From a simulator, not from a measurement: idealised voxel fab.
Process module under the name voxel released beams
Cross-section cut: width 290 nm, square cells of 5 nm.
A cross-section is a grid of square cells, given in bands from the top down. A band is one or more rows of cells. Within each band entry, the heights of the top and of the bottom of the band appear first, in that order and in nm; the materials of the band then follow from left to right, each with its corresponding width in nm. The designation "throughout" on a single material indicates that it fills the band from edge to edge; the designation "air" indicates empty space. Ref level 0: as-received wafer is one material below here. Bottom band extends down with no lower bound ("0 and below"). A two-number width, for instance "30 to 40", indicates that the width is equal to the first number in the top row of the band and to the second number in the bottom row, and that it changes by a constant amount per row of cells. "no change" after a step means that no cell of the cross-section changed. "Enclosed void catalog" contains a list of empty spaces, each no smaller than 8 cells and without an open way to the top, written in the form width x height at distance with the distance from the left edge and all three in nm. Where a step's line continues beyond its settings, the continuation is a remark by the simulator itself on that step. overlay nm: for a step with a mask, the amount by which the mask lay right of where it was planned; a negative amount means left of it.

**The process steps that were planned are listed below**
1. RECEIVE | material Si
2. CONFORMAL_DEP | material SiN | thk nm 10
3. DIRECTIONAL_DEP | material SiO2 | thk nm 10
4. MASKED_ETCH | tone open | mask id ANCHOR | width nm 45 | etch materials SiO2 | depth nm 10 | overlay nm 0
5. CONFORMAL_DEP | material polySi | thk nm 15
6. MASKED_ETCH | tone cover | mask id BEAM | width nm 90 | etch materials polySi | depth nm 15 | overlay nm 0
7. STRIP | etch materials SiO2

**Cross-section of the incoming wafer, state after step 1**
  0 and below: Si throughout
  Enclosed void catalog: none

**Same starting wafer, same plan as above, one mistake in the execution; this is the cross-section at the end of the module**
  25 down to 10: 95 air / 90 polySi / 105 air
  10 down to 0: SiN throughout
  0 and below: Si throughout
  Enclosed void catalog: none
Run error: it should be noted that step 3 of the plan was omitted and was not performed
